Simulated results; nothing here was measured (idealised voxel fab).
Process module name: voxel ribs on slabs
cross-section cut | 285 nm wide | cells 5 nm
When this document writes out a cross-section, it uses a grid of square cells and lists it as bands, beginning at the top and moving down, with a band standing for one or more rows of cells. For a band, the entry starts with two heights in nm, that of the top and then that of the bottom, and carries on with the band's materials in order from left to right, each alongside its width in nm; the word "all across" beside a single material means it fills the band edge to edge, and "air" means empty space. Below 0: as-received wafer, all one material; heights counted from there. Lowest band: no bottom, goes on down, written "from 0 down". Width spec "30..40" -> top row of cells at first value, bottom row at second value, equal per-row change in between. You'll sometimes find "no alteration" written for a step, and that's the way of saying that nowhere in the cross-section did a cell change during that step. Empty spaces without an open route to the top, at least 8 cells in extent, make up the entry "Entrapped void list"; each is given as width x height at distance, where the distance is measured from the left edge, and all are in nm. Past the settings on a step's line: simulator remark, on that step. If you see "overlay nm" on a step's line and that step has a mask, it's telling you how far right of where it was planned the mask ended up; a negative number means it went left instead.

-- plan
- 1: RECEIVE: material Si
- 2: DIRECTIONAL_DEP: material SiO2, thk nm 30
- 3: DIRECTIONAL_DEP: material SiN, thk nm 20
- 4: MASKED_ETCH: tone cover, mask id RIB, width nm 25, etch materials SiN, depth nm 15, overlay nm 0
- 5: PATTERN: tone cover, mask id SLAB, material resist, width nm 65, thk nm 15, overlay nm 0
- 6: DIRECTIONAL_ETCH: etch materials SiN, depth nm 5
- 7: STRIP: etch materials resist
- 8: FILL_DEP: material SiO2, thk nm 25
- 9: CMP: height nm 70
- 10: DIRECTIONAL_DEP: material TiN, thk nm 10
- 11: DIRECTIONAL_DEP: material aC, thk nm 15
- 12: PATTERN: tone cover, mask id HEATER, material resist, width nm 35, thk nm 35, overlay nm 0
- 13: DIRECTIONAL_ETCH: etch materials aC, depth nm 15
- 14: STRIP: etch materials resist
- 15: DIRECTIONAL_ETCH: etch materials TiN, depth nm 10
- 16: STRIP: etch materials aC
- 17: CONFORMAL_DEP: material SiO2, thk nm 5

-- Wafer cross-section on receipt, i.e. after step 1
  from 0 down | Si all across
  Entrapped void list: none

-- End-of-module XS, first of two wafers, run as planned
  from 85 to 80 | air 120; SiO2 45; air 120
  from 80 to 75 | air 120; SiO2 5; TiN 35; SiO2 5; air 120
  from 75 to 70 | SiO2 125; TiN 35; SiO2 125
  from 70 to 50 | SiO2 all across
  from 50 to 35 | SiO2 130; SiN 25; SiO2 130
  from 35 to 30 | SiO2 110; SiN 65; SiO2 110
  from 30 to 0 | SiO2 all across
  from 0 down | Si all across
  Entrapped void list: none

-- Wafer two, end of module, cross-section. Same start, same plan as wafer one. One mistake in the run
  from 85 to 80 | air 120; SiO2 45; air 120
  from 80 to 75 | air 120; SiO2 5; TiN 35; SiO2 5; air 120
  from 75 to 70 | SiO2 125; TiN 35; SiO2 125
  from 70 to 45 | SiO2 all across
  from 45 to 35 | SiO2 130; SiN 25; SiO2 130
  from 35 to 30 | SiN 110; SiO2 20; SiN 25; SiO2 20; SiN 110
  from 30 to 0 | SiO2 all across
  from 0 down | Si all across
  Entrapped void list: none
So what did we get wrong on this run? note that step 5 departed from the planned setting and was carried out as PATTERN: tone open, mask id SLAB, material resist, width nm 65, thk nm 15, overlay nm 0
The final cell counts differ between the wafers, with the second having more or fewer of some materials than the first: SiN: 31 more | SiO2: 31 fewer
